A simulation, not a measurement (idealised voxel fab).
process module | voxel wiring stack
cross-section cut | 280 nm wide | cells 5 nm
A cross-section is a grid of square cells, given in bands from the top down. A band is one or more rows of cells.
Each band's line starts with the height of the band's top and of its bottom, in nm. Then come its materials from left to right, each with its width in nm. One material with "throughout" fills the band from edge to edge. "air" is empty space.
Height 0 is the level under which the wafer as received is all one material. The lowest band goes on downwards, as in "0 down".
A width such as "30 to 40" changes by the same amount from each row of cells to the next, from the band's top row to its bottom row.
"no change" after a step means that no cell of the cross-section changed.
closed voids: empty space of 8 cells or more with no open way to the top, each as width x height at its distance from the left edge, in nm
after a step's settings: what the simulator itself notes on the step
overlay nm, on a step with a mask: how far to the right of its planned place the mask lay; to the left if negative
plan
1 op RECEIVE | material Si
2 op CONFORMAL_DEP | material SiO2 | thk nm 10
3 op DIRECTIONAL_DEP | material TiN | thk nm 5
4 op DIRECTIONAL_DEP | material W | thk nm 15
5 op MASKED_ETCH | tone cover | mask id METAL_1 | width nm 20 | pitch nm 40 | etch materials W | depth nm 15 | overlay nm 0
6 op MASKED_ETCH | tone cover | mask id METAL_1 | width nm 20 | pitch nm 40 | etch materials TiN | depth nm 5 | overlay nm 0
7 op CONFORMAL_DEP | material SiCN | thk nm 5
8 op FILL_DEP | material lowk | thk nm 5
9 op CMP | height nm 30
10 op CONFORMAL_DEP | material SiCN | thk nm 5
11 op DIRECTIONAL_DEP | material lowk | thk nm 25
12 op DIRECTIONAL_DEP | material aC | thk nm 10
13 op PATTERN | tone open | mask id METAL_2_HOLES | material resist | width nm 15 | pitch nm 80 | thk nm 30 | overlay nm 0
14 op DIRECTIONAL_ETCH | etch materials aC | depth nm 10
15 op STRIP | etch materials resist
16 op DIRECTIONAL_ETCH | etch materials lowk | depth nm 25
17 op STRIP | etch materials aC
18 op PATTERN | tone open | mask id METAL_2 | material resist | width nm 20 | pitch nm 40 | thk nm 15 | overlay nm 0
19 op DIRECTIONAL_ETCH | etch materials lowk | depth nm 15
20 op DIRECTIONAL_ETCH | etch materials SiCN | depth nm 5
21 op STRIP | etch materials resist
22 op CONFORMAL_DEP | material TiN | thk nm 5
23 op FILL_DEP | material Ru | thk nm 10
24 op CMP | height nm 60
25 op CONFORMAL_DEP | material SiCN | thk nm 5
as received, after step 1
  0 down: Si throughout
  closed voids: none
first wafer at the end, as planned
  65 to 60: SiCN throughout
  60 to 50: lowk 70 | TiN 5 | Ru 10 | TiN 5 | lowk 20 | TiN 5 | Ru 10 | TiN 5 | lowk 20 | TiN 5 | Ru 10 | TiN 5 | lowk 20 | TiN 5 | Ru 10 | TiN 5 | lowk 70
  50 to 45: lowk 70 | TiN 5 | Ru 5 | TiN 10 | lowk 20 | TiN 20 | lowk 20 | TiN 5 | Ru 5 | TiN 10 | lowk 20 | TiN 20 | lowk 70
  45 to 35: lowk 70 | TiN 5 | Ru 5 | TiN 5 | lowk 65 | TiN 5 | Ru 5 | TiN 5 | lowk 115
  35 to 30: SiCN 70 | TiN 15 | SiCN 65 | TiN 15 | SiCN 115
  30 to 15: lowk 65 | SiCN 5 | W 20 | SiCN 5 | lowk 10 | SiCN 5 | W 20 | SiCN 5 | lowk 10 | SiCN 5 | W 20 | SiCN 5 | lowk 10 | SiCN 5 | W 20 | SiCN 5 | lowk 65
  15 to 10: SiCN 70 | TiN 20 | SiCN 20 | TiN 20 | SiCN 20 | TiN 20 | SiCN 20 | TiN 20 | SiCN 70
  10 to 0: SiO2 throughout
  0 down: Si throughout
  closed voids: none
second wafer at the end: like start, like plan, one mistake
  65 to 60: SiCN throughout
  60 to 55: SiCN 70 | TiN 20 | SiCN 20 | TiN 20 | SiCN 20 | TiN 20 | SiCN 20 | TiN 20 | SiCN 70
  55 to 30: lowk throughout
  30 to 15: lowk 65 | SiCN 5 | W 20 | SiCN 5 | lowk 10 | SiCN 5 | W 20 | SiCN 5 | lowk 10 | SiCN 5 | W 20 | SiCN 5 | lowk 10 | SiCN 5 | W 20 | SiCN 5 | lowk 65
  15 to 10: SiCN 70 | TiN 20 | SiCN 20 | TiN 20 | SiCN 20 | TiN 20 | SiCN 20 | TiN 20 | SiCN 70
  10 to 0: SiO2 throughout
  0 down: Si throughout
  closed voids: none
what went wrong: steps 10 and 11 were swapped
at the end the second wafer has, in cells: 22 fewer of Ru | 10 fewer of SiCN | 28 fewer of TiN | 60 more of lowk
